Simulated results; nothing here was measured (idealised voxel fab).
The following process module bears the name voxel ribs on slabs.
The figure presents cross-section cut, which has a width of 260 nm and is divided into square cells with an edge length of 5 nm.
Heads up, the way a cross-section reads in here is a grid of square cells, handed over as bands from the top down, with every band being one or more rows of cells. Band: top height; bottom height; in nm. Then, left to right: material with width in nm, for each material. "full width": a single material spanning edge to edge. "blank": empty space. Where do heights start? At 0: under that level the wafer as delivered is made of one material only. And the lowest band has no floor; it just carries on downward, as in "0 nm and below". Width "30..40": first value at the band's top row of cells, second value at its bottom row, equal change from row to row. Where the words "left unchanged" appear for a step, the cross-section shows no cell changed by that step; every cell remained as before. Voids not open to the top, 8 cells minimum: see "Closed void listing". Written width x height at distance; distance is from the left edge; nm. On a step's line, text after the settings is the simulator commenting on that step. A step line may carry the setting "overlay nm", which, for steps involving a mask, states the distance by which the mask lay to the right of its intended position; negative values denote displacement to the left.

## Below is the list of planned process steps
1: RECEIVE [material Si]
2: DIRECTIONAL_DEP [material SiO2] [thk nm 25]
3: DIRECTIONAL_DEP [material SiN] [thk nm 20]
4: MASKED_ETCH [tone cover] [mask id RIB] [width nm 30] [etch materials SiN] [depth nm 5] [overlay nm 0]
5: DIRECTIONAL_DEP [material aC] [thk nm 10]
6: PATTERN [tone cover] [mask id SLAB] [material resist] [width nm 80] [thk nm 25] [overlay nm 0]
7: DIRECTIONAL_ETCH [etch materials aC] [depth nm 10]
8: STRIP [etch materials resist]
9: DIRECTIONAL_ETCH [etch materials SiN] [depth nm 15]
10: STRIP [etch materials aC]
11: FILL_DEP [material SiO2] [thk nm 20]
12: CMP [height nm 55]
13: DIRECTIONAL_DEP [material W] [thk nm 10]
14: MASKED_ETCH [tone cover] [mask id HEATER] [width nm 40] [etch materials W] [depth nm 10] [overlay nm 0]
15: CONFORMAL_DEP [material SiN] [thk nm 5]

## Cross-section: wafer on arrival = after step 1
> 0 nm and below = Si full width
> Closed void listing: none

## Looking at the first of two wafers in cross-section at end of module - ran to plan
> 70 nm to 65 nm = 105 nm blank  50 nm SiN  105 nm blank
> 65 nm to 60 nm = 105 nm blank  5 nm SiN  40 nm W  5 nm SiN  105 nm blank
> 60 nm to 55 nm = 110 nm SiN  40 nm W  110 nm SiN
> 55 nm to 45 nm = SiO2 full width
> 45 nm to 40 nm = 115 nm SiO2  30 nm SiN  115 nm SiO2
> 40 nm to 25 nm = 90 nm SiO2  80 nm SiN  90 nm SiO2
> 25 nm to 0 nm = SiO2 full width
> 0 nm and below = Si full width
> Closed void listing: none

## second wafer at the end: like start, like plan, one mistake
> 70 nm to 65 nm = 115 nm SiN  30 nm blank  115 nm SiN
> 65 nm to 60 nm = 110 nm W  5 nm SiN  30 nm blank  5 nm SiN  110 nm W
> 60 nm to 55 nm = 110 nm W  40 nm SiN  110 nm W
> 55 nm to 45 nm = SiO2 full width
> 45 nm to 40 nm = 115 nm SiO2  30 nm SiN  115 nm SiO2
> 40 nm to 25 nm = 90 nm SiO2  80 nm SiN  90 nm SiO2
> 25 nm to 0 nm = SiO2 full width
> 0 nm and below = Si full width
> Closed void listing: none
Want to know what went wrong? contrary to plan, step 14 was performed as MASKED_ETCH [tone open] [mask id HEATER] [width nm 40] [etch materials W] [depth nm 10] [overlay nm 0]
Looking at both finished wafers in cells, the second ends up ahead of or behind the first on some materials: W: 72 more
